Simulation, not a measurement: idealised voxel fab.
Herein follows the process module entitled voxel quadruple lines.
Section cut is 200 nm wide and gridded with 5 nm square cells.
We lay out every cross-section as a grid of square cells and spell it out in bands from the top down, where one band means one or more rows of cells. Band entry format. Leading values: height of top, height of bottom, nm. Remainder: materials in left-to-right order, each with its width in nm. Special words: "throughout" on a single material, which then fills the band edge to edge; "empty", empty space. Ref level 0: as-received wafer is one material below here. Bottom band extends down with no lower bound ("0 nm and below"). The two numbers in a width such as "30..40" mark its ends across the band: the first belongs to the top row of cells, the second to the bottom row, and from each row to the next the width moves by the same amount. A step reported as "left unchanged" is a step in which no cell of the cross-section changed. Voids not open to the top, 8 cells minimum: see "Enclosed void list". Written width x height at distance; distance is from the left edge; nm. That trailing text on a step's line, after the settings, is the simulator's own remark on the step. "overlay nm" answers the question of how far to the right of plan the mask lay on a step that has a mask, and when it is negative the answer is to the left.
HERE'S WHAT THE PLANNED PROCESS STEPS LOOK LIKE
1) op RECEIVE | material Si
2) op CONFORMAL_DEP | material Al2O3 | thk nm 5
3) op DIRECTIONAL_DEP | material Ru | thk nm 10
4) op DIRECTIONAL_DEP | material polySi | thk nm 20
5) op DIRECTIONAL_DEP | material aC | thk nm 20
6) op PATTERN | tone cover | mask id MANDREL | material resist | width nm 20 | pitch nm 60 | thk nm 30 | overlay nm 0
7) op DIRECTIONAL_ETCH | etch materials aC | depth nm 20
8) op STRIP | etch materials resist
9) op CONFORMAL_DEP | material SiO2 | thk nm 10
10) op DIRECTIONAL_ETCH | etch materials SiO2 | depth nm 10
11) op STRIP | etch materials aC
12) op DIRECTIONAL_ETCH | etch materials polySi | depth nm 20
13) op STRIP | etch materials SiO2
14) op CONFORMAL_DEP | material SiN | thk nm 5
15) op DIRECTIONAL_ETCH | etch materials SiN | depth nm 5
16) op STRIP | etch materials polySi
17) op DIRECTIONAL_ETCH | etch materials Ru | depth nm 10
18) op STRIP | etch materials SiN
19) op FILL_DEP | material SiO2 | thk nm 10
20) op CMP | height nm 15
INCOMING WAFER, CROSS-SECTIONAL VIEW, POST STEP 1
0 nm and below: Si throughout
Enclosed void list: none
FIRST OF TWO WAFERS: CROSS-SECTION AT END OF MODULE, RUN PER PLAN
15 nm to 5 nm: SiO2: 45  Ru: 5  SiO2: 10  Ru: 5  SiO2: 10  Ru: 5  SiO2: 10  Ru: 5  SiO2: 10  Ru: 5  SiO2: 10  Ru: 5  SiO2: 10  Ru: 5  SiO2: 10  Ru: 5  SiO2: 45
5 nm to 0 nm: Al2O3 throughout
0 nm and below: Si throughout
Enclosed void list: none
SECOND WAFER OF THE TWO, SECTIONED AT THE END OF THE MODULE. IT BEGAN LIKE THE FIRST AND FOLLOWED THE SAME PLAN, BUT ONE MISTAKE WAS MADE WHILE RUNNING IT
15 nm to 5 nm: SiO2: 40  Ru: 5  SiO2: 10  Ru: 5  SiO2: 20  Ru: 5  SiO2: 10  Ru: 10  SiO2: 10  Ru: 5  SiO2: 20  Ru: 5  SiO2: 10  Ru: 5  SiO2: 40
5 nm to 0 nm: Al2O3 throughout
0 nm and below: Si throughout
Enclosed void list: none
Misprocessing identified: step 6: run off-plan, actual operation and settings op PATTERN | tone cover | mask id MANDREL | material resist | width nm 30 | pitch nm 60 | thk nm 30 | overlay nm 0
The two final wafers agree on how many cells each material fills and disagree on which cells those are.
